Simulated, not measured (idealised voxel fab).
The document below concerns the process module designated voxel wiring stack.
Pictured: cross-section cut, 270 nm wide, on a grid of 5 nm square cells.
Notation: cross-section as square-cell grid; stated in bands, top first, going down; one or more cell rows per band.
Heads up on the band format: heights come first, top then bottom, in nm. After that it's the materials left to right, each with its width in nm. A single material flagged "edge to edge" fills the whole band edge to edge, and "empty" means there's empty space there.
Measure heights from 0. That's the level where, below it, the as-received wafer is all one material. The lowest band is bottomless and extends downward; write it as in "top 0, no bottom".
Think of "30 to 40" as a width that walks from the first number to the second as you go down the band, top row to bottom row, taking equal-sized steps from row to row.
"nothing different" (step): cross-section cells unchanged, all of them.
"Sealed void inventory" means: voids of 8 cells or more that are shut off from the top with no open way through. Written width x height at distance, distance from the left edge, in nm.
Read whatever lies past the settings on a step's line as the simulator's own remark about the step.
The optional step-line setting "overlay nm" applies to steps with a mask and quantifies how far to the right of its planned location the mask lay, a negative value indicating leftward placement.

Intended process steps
1: RECEIVE | material Si
2: CONFORMAL_DEP | material SiO2 | thk nm 10
3: CONFORMAL_DEP | material SiCN | thk nm 5
4: DIRECTIONAL_DEP | material SiO2 | thk nm 20
5: DIRECTIONAL_DEP | material aC | thk nm 10
6: PATTERN | tone open | mask id METAL_1 | material resist | width nm 20 | pitch nm 45 | thk nm 30 | overlay nm 0
7: DIRECTIONAL_ETCH | etch materials aC | depth nm 10
8: STRIP | etch materials resist
9: DIRECTIONAL_ETCH | etch materials SiO2 | depth nm 20
10: DIRECTIONAL_ETCH | etch materials SiCN | depth nm 5
11: STRIP | etch materials aC
12: CONFORMAL_DEP | material TiN | thk nm 5
13: FILL_DEP | material Cu | thk nm 10
14: CMP | height nm 35
15: EPI | material Ru | thk nm 5
16: FILL_DEP | material SiCN | thk nm 5
17: DIRECTIONAL_DEP | material SiO2 | thk nm 20
18: PATTERN | tone open | mask id PLUG_1 | material resist | width nm 15 | thk nm 15 | overlay nm 0
19: DIRECTIONAL_ETCH | etch materials SiO2 | depth nm 20
20: DIRECTIONAL_ETCH | etch materials SiCN | depth nm 5
21: STRIP | etch materials resist
22: CONFORMAL_DEP | material TiN | thk nm 5
23: FILL_DEP | material Ru | thk nm 5
24: CMP | height nm 65
25: DIRECTIONAL_DEP | material TiN | thk nm 5
26: DIRECTIONAL_DEP | material Ru | thk nm 25
27: MASKED_ETCH | tone cover | mask id METAL_2 | width nm 20 | pitch nm 45 | etch materials Ru | depth nm 25 | overlay nm 0
28: MASKED_ETCH | tone cover | mask id METAL_2 | width nm 20 | pitch nm 45 | etch materials TiN | depth nm 5 | overlay nm 0
29: CONFORMAL_DEP | material SiN | thk nm 5
30: FILL_DEP | material lowk | thk nm 5
31: CMP | height nm 95
32: CONFORMAL_DEP | material SiCN | thk nm 5
33: DIRECTIONAL_DEP | material SiO2 | thk nm 15
34: PATTERN | tone open | mask id PLUG_2 | material resist | width nm 15 | pitch nm 45 | thk nm 15 | overlay nm 0
35: DIRECTIONAL_ETCH | etch materials SiO2 | depth nm 15
36: DIRECTIONAL_ETCH | etch materials SiCN | depth nm 5
37: STRIP | etch materials resist
38: CONFORMAL_DEP | material TiN | thk nm 5
39: FILL_DEP | material Ru | thk nm 10
40: CMP | height nm 115
41: DIRECTIONAL_DEP | material TiN | thk nm 5
42: DIRECTIONAL_DEP | material Ru | thk nm 15
43: MASKED_ETCH | tone cover | mask id METAL_3 | width nm 20 | pitch nm 45 | etch materials Ru | depth nm 15 | overlay nm 0
44: MASKED_ETCH | tone cover | mask id METAL_3 | width nm 20 | pitch nm 45 | etch materials TiN | depth nm 5 | overlay nm 0
45: CONFORMAL_DEP | material SiCN | thk nm 5
46: FILL_DEP | material SiO2 | thk nm 10
47: CMP | height nm 135
48: CONFORMAL_DEP | material SiCN | thk nm 5

Incoming wafer in cross-section (state: after step 1)
> top 0, no bottom | Si edge to edge
> Sealed void inventory: none

Module complete - cross-section of the first of two wafers, run according to plan
> top 140, bottom 135 | SiCN edge to edge
> top 135, bottom 120 | SiO2=95 | SiCN=5 | Ru=20 | SiCN=5 | SiO2=15 | SiCN=5 | Ru=20 | SiCN=5 | SiO2=100
> top 120, bottom 115 | SiCN=100 | TiN=20 | SiCN=25 | TiN=20 | SiCN=105
> top 115, bottom 100 | SiO2=100 | TiN=5 | Ru=5 | TiN=5 | SiO2=30 | TiN=5 | Ru=5 | TiN=5 | SiO2=110
> top 100, bottom 95 | SiCN=100 | TiN=15 | SiCN=30 | TiN=15 | SiCN=110
> top 95, bottom 70 | lowk=95 | SiN=5 | Ru=20 | SiN=5 | lowk=15 | SiN=5 | Ru=20 | SiN=5 | lowk=100
> top 70, bottom 65 | SiN=100 | TiN=20 | SiN=25 | TiN=20 | SiN=105
> top 65, bottom 45 | SiO2=100 | TiN=5 | Ru=5 | TiN=5 | SiO2=155
> top 45, bottom 40 | SiCN=100 | TiN=15 | SiCN=155
> top 40, bottom 35 | SiCN=95 | Ru=30 | SiCN=15 | Ru=30 | SiCN=100
> top 35, bottom 15 | SiO2=100 | TiN=5 | Cu=10 | TiN=5 | SiO2=25 | TiN=5 | Cu=10 | TiN=5 | SiO2=105
> top 15, bottom 10 | SiCN=100 | TiN=20 | SiCN=25 | TiN=20 | SiCN=105
> top 10, bottom 0 | SiO2 edge to edge
> top 0, no bottom | Si edge to edge
> Sealed void inventory: none

Cross-sectional view: second of two wafers, end of module; start and plan identical to the first, one mistake in running
> top 140, bottom 135 | SiCN edge to edge
> top 135, bottom 120 | SiO2=95 | SiCN=5 | Ru=20 | SiCN=5 | SiO2=15 | SiCN=5 | Ru=20 | SiCN=5 | SiO2=100
> top 120, bottom 115 | SiCN=100 | TiN=20 | SiCN=25 | TiN=20 | SiCN=105
> top 115, bottom 100 | SiO2=100 | TiN=5 | Ru=5 | TiN=5 | SiO2=30 | TiN=5 | Ru=5 | TiN=5 | SiO2=110
> top 100, bottom 95 | SiCN=100 | TiN=15 | SiCN=30 | TiN=15 | SiCN=110
> top 95, bottom 75 | Ru=100 | SiN=5 | lowk=10 | SiN=5 | Ru=25 | SiN=5 | lowk=10 | SiN=5 | Ru=105
> top 75, bottom 70 | Ru=100 | SiN=20 | Ru=25 | SiN=20 | Ru=105
> top 70, bottom 65 | TiN edge to edge
> top 65, bottom 45 | SiO2=100 | TiN=5 | Ru=5 | TiN=5 | SiO2=155
> top 45, bottom 40 | SiCN=100 | TiN=15 | SiCN=155
> top 40, bottom 35 | SiCN=95 | Ru=30 | SiCN=15 | Ru=30 | SiCN=100
> top 35, bottom 15 | SiO2=100 | TiN=5 | Cu=10 | TiN=5 | SiO2=25 | TiN=5 | Cu=10 | TiN=5 | SiO2=105
> top 15, bottom 10 | SiCN=100 | TiN=20 | SiCN=25 | TiN=20 | SiCN=105
> top 10, bottom 0 | SiO2 edge to edge
> top 0, no bottom | Si edge to edge
> Sealed void inventory: none
The mistake made against the process plan was this: step 27 was not run as planned; what actually ran was MASKED_ETCH | tone open | mask id METAL_2 | width nm 20 | pitch nm 45 | etch materials Ru | depth nm 25 | overlay nm 0
Final comparison by cell count, materials where the second wafer has more or fewer than the first: 190 more of Ru | 42 fewer of SiN | 46 more of TiN | 194 fewer of lowk
